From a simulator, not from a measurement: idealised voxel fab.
A process module follows: voxel local oxidation.
Shown is cross-section cut, with a width of 220 nm and square cells of size 5 nm.
Just so we're on the same page, the cross-sections are grids of square cells, and they're listed out in bands top to bottom, each band one or more rows deep. Heights first: top, then bottom, in nm. Then materials, left to right, each with a width in nm. "edge to edge" on a single material: fills the band edge to edge. "air": empty space. Height is counted from the level 0, under which the received wafer is composed throughout of one material. The lowest of the bands is not closed at the bottom but continues downward, in the notation "top 0, no bottom". With a width like "30..40", each row of cells in the band differs from the next by the same amount, the top row carrying the first number and the bottom row the second. Given "nothing changed" for a step, no cell of the cross-section differs between before and after that step. Entry "Unvented voids". Content: empty spaces with no open connection to the top, size 8 cells or greater. Each: width x height at distance. Distance: from left edge. Unit: nm. Where a step's line continues beyond its settings, the continuation is a remark by the simulator itself on that step. overlay nm: right-of-plan distance of the mask on a masked step; negative values mean left-of-plan. For the reader: what remains of this document is a series of pairs, each showing a cross-section before one process step and a cross-section after that step which reaches down only to the lowest band that changed, with the step between them and its settings set out under the pair. It should not be assumed that a pair continues from the pair above it; the pairs can come from different runs of this module on the same starting wafer, and such continuity exists only where the entry headed "State on entry" says so.
State on entry:
    top 0, no bottom  Si edge to edge
    Unvented voids: none
Step Result:
    top 0, bottom -5  SiO2 edge to edge
    Unchanged below -5.
    Unvented voids: none
Between before and after as drawn above: OXIDIZE (depth nm 5)
State on entry: equal to the after panel directly above.
Step Result:
    top 10, bottom 0  SiN edge to edge
    Unchanged below 0.
    Unvented voids: none
Between before and after as drawn above: CONFORMAL_DEP (material SiN; thk nm 10)
State on entry: equal to the after panel directly above.
Step Result:
    top 20, bottom 10  aC edge to edge
    Unchanged below 10.
    Unvented voids: none
Between before and after as drawn above: DIRECTIONAL_DEP (material aC; thk nm 10)
State on entry: equal to the after panel directly above.
Step Result:
    top 45, bottom 20  50 of air, then 115 of resist, then 55 of air
    Unchanged below 20.
    Unvented voids: none
Between before and after as drawn above: PATTERN (tone cover; mask id ACTIVE; material resist; width nm 115; thk nm 25; overlay nm 0)
State on entry: equal to the after panel directly above.
Step Result:
    top 35, bottom 20  50 of air, then 115 of resist, then 55 of air
    top 20, bottom 10  50 of air, then 115 of aC, then 55 of air
    Unchanged below 10.
    Unvented voids: none
Between before and after as drawn above: DIRECTIONAL_ETCH (etch materials aC; depth nm 10)
State on entry: equal to the after panel directly above.
Step Result:
    top 20, bottom 10  50 of air, then 115 of aC, then 55 of air
    Unchanged below 10.
    Unvented voids: none
Between before and after as drawn above: STRIP (etch materials resist)
State on entry: equal to the after panel directly above.
Step Result:
    top 20, bottom 10  50 of air, then 115 of aC, then 55 of air
    top 10, bottom 0  50 of air, then 115 of SiN, then 55 of air
    Unchanged below 0.
    Unvented voids: none
Between before and after as drawn above: DIRECTIONAL_ETCH (etch materials SiN; depth nm 10)
State on entry: equal to the after panel directly above.
Step Result:
    top 10, bottom 0  50 of air, then 115 of SiN, then 55 of air
    Unchanged below 0.
    Unvented voids: none
Between before and after as drawn above: STRIP (etch materials aC)
State on entry: equal to the after panel directly above.
Step Result:
    top 10, bottom 0  50 of air, then 115 of SiN, then 55 of air
    top 0, bottom -5  55 of air, then 105 of SiO2, then 60 of air
    Unchanged below -5.
    Unvented voids: none
Between before and after as drawn above: SELECTIVE_ETCH (etch materials SiO2; depth nm 5)
State on entry: equal to the after panel directly above.
Step Result:
    top 10, bottom 0  50 of air, then 115 of SiN, then 55 of air
    top 0, bottom -5  55 of air, then 105 of SiO2, then 60 of air
    top -5, bottom -20  70 of SiO2, then 75 of Si, then 75 of SiO2
    Unchanged below -20.
    Unvented voids: none
Between before and after as drawn above: OXIDIZE (depth nm 15)
State on entry: equal to the after panel directly above.
Step Result:
    top 0, bottom -5  55 of air, then 105 of SiO2, then 60 of air
    Unchanged below -5.
    Unvented voids: none
Between before and after as drawn above: STRIP (etch materials SiN)
State on entry:
    top 35, bottom 20  50 of air, then 115 of resist, then 55 of air
    top 20, bottom 10  50 of air, then 115 of aC, then 55 of air
    top 10, bottom 0  SiN edge to edge
    top 0, bottom -5  SiO2 edge to edge
    top -5, no bottom  Si edge to edge
    Unvented voids: none
Step Result:
    top 35, bottom 20  50 of air, then 115 of resist, then 55 of air
    top 20, bottom 10  50 of air, then 115 of aC, then 55 of air
    top 10, bottom 0  50 of air, then 115 of SiN, then 55 of air
    Unchanged below 0.
    Unvented voids: none
Between before and after as drawn above: DIRECTIONAL_ETCH (etch materials SiN; depth nm 10)
State on entry: equal to the after panel directly above.
Step Result:
    top 10, bottom 0  50 of air, then 115 of SiN, then 55 of air
    Unchanged below 0.
    Unvented voids: none
Between before and after as drawn above: STRIP (etch materials aC)
State on entry:
    top 20, bottom 10  50 of air, then 115 of aC, then 55 of air
    top 10, bottom 0  50 of air, then 115 of SiN, then 55 of air
    top 0, bottom -5  SiO2 edge to edge
    top -5, no bottom  Si edge to edge
    Unvented voids: none
Step Result:
    top 20, bottom 10  50 of air, then 115 of aC, then 55 of air
    top 10, bottom 0  50 of air, then 115 of SiN, then 55 of air
    top 0, bottom -5  55 of air, then 105 of SiO2, then 60 of air
    Unchanged below -5.
    Unvented voids: none
Between before and after as drawn above: SELECTIVE_ETCH (etch materials SiO2; depth nm 5)
State on entry: equal to the after panel directly above.
Step Result:
    top 10, bottom 0  50 of air, then 115 of SiN, then 55 of air
    Unchanged below 0.
    Unvented voids: none
Between before and after as drawn above: STRIP (etch materials aC)
State on entry: equal to the after panel directly above.
Step Result:
    top 10, bottom 0  50 of air, then 115 of SiN, then 55 of air
    top 0, bottom -5  55 of air, then 105 of SiO2, then 60 of air
    top -5, bottom -10  60 of SiO2, then 95 of Si, then 65 of SiO2
    Unchanged below -10.
    Unvented voids: none
Between before and after as drawn above: OXIDIZE (depth nm 5)
State on entry: equal to the after panel directly above.
Step Result:
    top 0, bottom -5  55 of air, then 105 of SiO2, then 60 of air
    Unchanged below -5.
    Unvented voids: none
Between before and after as drawn above: STRIP (etch materials SiN)
State on entry:
    top 20, bottom 10  aC edge to edge
    top 10, bottom 0  SiN edge to edge
    top 0, bottom -5  SiO2 edge to edge
    top -5, no bottom  Si edge to edge
    Unvented voids: none
Step Result:
    top 45, bottom 20  50 of air, then 120 of resist, then 50 of air
    Unchanged below 20.
    Unvented voids: none
Between before and after as drawn above: PATTERN (tone cover; mask id ACTIVE; material resist; width nm 120; thk nm 25; overlay nm 0)
State on entry: equal to the after panel directly above.
Step Result:
    top 35, bottom 20  50 of air, then 120 of resist, then 50 of air
    top 20, bottom 10  50 of air, then 120 of aC, then 50 of air
    Unchanged below 10.
    Unvented voids: none
Between before and after as drawn above: DIRECTIONAL_ETCH (etch materials aC; depth nm 10)
State on entry: equal to the after panel directly above.
Step Result:
    top 20, bottom 10  50 of air, then 120 of aC, then 50 of air
    Unchanged below 10.
    Unvented voids: none
Between before and after as drawn above: STRIP (etch materials resist)
State on entry: equal to the after panel directly above.
Step Result:
    top 20, bottom 10  50 of air, then 120 of aC, then 50 of air
    top 10, bottom 0  50 of air, then 120 of SiN, then 50 of air
    Unchanged below 0.
    Unvented voids: none
Between before and after as drawn above: DIRECTIONAL_ETCH (etch materials SiN; depth nm 10)
State on entry: equal to the after panel directly above.
Step Result:
    top 10, bottom 0  50 of air, then 120 of SiN, then 50 of air
    Unchanged below 0.
    Unvented voids: none
Between before and after as drawn above: STRIP (etch materials aC)
State on entry: equal to the after panel directly above.
Step Result:
    top 10, bottom 0  50 of air, then 120 of SiN, then 50 of air
    top 0, bottom -5  55 of air, then 110 of SiO2, then 55 of air
    Unchanged below -5.
    Unvented voids: none
Between before and after as drawn above: SELECTIVE_ETCH (etch materials SiO2; depth nm 5)
State on entry: equal to the after panel directly above.
Step Result:
    top 10, bottom 0  50 of air, then 120 of SiN, then 50 of air
    top 0, bottom -5  55 of air, then 110 of SiO2, then 55 of air
    top -5, bottom -20  70 of SiO2, then 80 of Si, then 70 of SiO2
    Unchanged below -20.
    Unvented voids: none
Between before and after as drawn above: OXIDIZE (depth nm 15)
State on entry: equal to the after panel directly above.
Step Result:
    top 0, bottom -5  55 of air, then 110 of SiO2, then 55 of air
    Unchanged below -5.
    Unvented voids: none
Between before and after as drawn above: STRIP (etch materials SiN)
State on entry:
    top 20, bottom 10  aC edge to edge
    top 10, bottom 0  SiN edge to edge
    top 0, bottom -5  SiO2 edge to edge
    top -5, no bottom  Si edge to edge
    Unvented voids: none
Step Result:
    top 45, bottom 20  55 of air, then 115 of resist, then 50 of air
    Unchanged below 20.
    Unvented voids: none
Between before and after as drawn above: PATTERN (tone cover; mask id ACTIVE; material resist; width nm 115; thk nm 25; overlay nm 5)
State on entry: equal to the after panel directly above.
Step Result:
    top 35, bottom 20  55 of air, then 115 of resist, then 50 of air
    top 20, bottom 10  55 of air, then 115 of aC, then 50 of air
    Unchanged below 10.
    Unvented voids: none
Between before and after as drawn above: DIRECTIONAL_ETCH (etch materials aC; depth nm 10)
State on entry: equal to the after panel directly above.
Step Result:
    top 20, bottom 10  55 of air, then 115 of aC, then 50 of air
    Unchanged below 10.
    Unvented voids: none
Between before and after as drawn above: STRIP (etch materials resist)
State on entry: equal to the after panel directly above.
Step Result:
    top 20, bottom 10  55 of air, then 115 of aC, then 50 of air
    top 10, bottom 0  55 of air, then 115 of SiN, then 50 of air
    Unchanged below 0.
    Unvented voids: none
Between before and after as drawn above: DIRECTIONAL_ETCH (etch materials SiN; depth nm 10)
State on entry: equal to the after panel directly above.
Step Result:
    top 10, bottom 0  55 of air, then 115 of SiN, then 50 of air
    Unchanged below 0.
    Unvented voids: none
Between before and after as drawn above: STRIP (etch materials aC)
State on entry: equal to the after panel directly above.
Step Result:
    top 10, bottom 0  55 of air, then 115 of SiN, then 50 of air
    top 0, bottom -5  60 of air, then 105 of SiO2, then 55 of air
    Unchanged below -5.
    Unvented voids: none
Between before and after as drawn above: SELECTIVE_ETCH (etch materials SiO2; depth nm 5)
State on entry: equal to the after panel directly above.
Step Result:
    top 10, bottom 0  55 of air, then 115 of SiN, then 50 of air
    top 0, bottom -5  60 of air, then 105 of SiO2, then 55 of air
    top -5, bottom -20  75 of SiO2, then 75 of Si, then 70 of SiO2
    Unchanged below -20.
    Unvented voids: none
Between before and after as drawn above: OXIDIZE (depth nm 15)
State on entry: equal to the after panel directly above.
Step Result:
    top 0, bottom -5  60 of air, then 105 of SiO2, then 55 of air
    Unchanged below -5.
    Unvented voids: none
Between before and after as drawn above: STRIP (etch materials SiN)
State on entry:
    top 10, bottom 0  50 of air, then 115 of SiN, then 55 of air
    top 0, bottom -5  55 of air, then 105 of SiO2, then 60 of air
    top -5, bottom -20  70 of SiO2, then 75 of Si, then 75 of SiO2
    top -20, no bottom  Si edge to edge
    Unvented voids: none
Step Result:
    top -5, bottom -20  70 of air, then 75 of Si, then 75 of air
    Unchanged below -20.
    Unvented voids: none
Between before and after as drawn above: STRIP (etch materials SiO2)
State on entry:
    top 20, bottom 10  aC edge to edge
    top 10, bottom 0  SiN edge to edge
    top 0, bottom -5  SiO2 edge to edge
    top -5, no bottom  Si edge to edge
    Unvented voids: none
Step Result:
    top 45, bottom 20  50 of resist, then 115 of air, then 55 of resist
    Unchanged below 20.
    Unvented voids: none
Between before and after as drawn above: PATTERN (tone open; mask id ACTIVE; material resist; width nm 115; thk nm 25; overlay nm 0)
State on entry: equal to the after panel directly above.
Step Result:
    top 35, bottom 20  50 of resist, then 115 of air, then 55 of resist
    top 20, bottom 10  50 of aC, then 115 of air, then 55 of aC
    Unchanged below 10.
    Unvented voids: none
Between before and after as drawn above: DIRECTIONAL_ETCH (etch materials aC; depth nm 10)
State on entry: equal to the after panel directly above.
Step Result:
    top 20, bottom 10  50 of aC, then 115 of air, then 55 of aC
    Unchanged below 10.
    Unvented voids: none
Between before and after as drawn above: STRIP (etch materials resist)
State on entry: equal to the after panel directly above.
Step Result:
    top 20, bottom 10  50 of aC, then 115 of air, then 55 of aC
    top 10, bottom 0  50 of SiN, then 115 of air, then 55 of SiN
    Unchanged below 0.
    Unvented voids: none
Between before and after as drawn above: DIRECTIONAL_ETCH (etch materials SiN; depth nm 10)
State on entry: equal to the after panel directly above.
Step Result:
    top 10, bottom 0  50 of SiN, then 115 of air, then 55 of SiN
    Unchanged below 0.
    Unvented voids: none
Between before and after as drawn above: STRIP (etch materials aC)
State on entry: equal to the after panel directly above.
Step Result:
    top 10, bottom 0  50 of SiN, then 115 of air, then 55 of SiN
    top 0, bottom -5  45 of SiO2, then 125 of air, then 50 of SiO2
    Unchanged below -5.
    Unvented voids: none
Between before and after as drawn above: SELECTIVE_ETCH (etch materials SiO2; depth nm 5)
State on entry: equal to the after panel directly above.
Step Result:
    top 10, bottom 0  50 of SiN, then 115 of air, then 55 of SiN
    top 0, bottom -5  45 of SiO2, then 125 of air, then 50 of SiO2
    top -5, bottom -20  30 of Si, then 155 of SiO2, then 35 of Si
    Unchanged below -20.
    Unvented voids: none
Between before and after as drawn above: OXIDIZE (depth nm 15)
State on entry: equal to the after panel directly above.
Step Result:
    top 0, bottom -5  45 of SiO2, then 125 of air, then 50 of SiO2
    Unchanged below -5.
    Unvented voids: none
Between before and after as drawn above: STRIP (etch materials SiN)
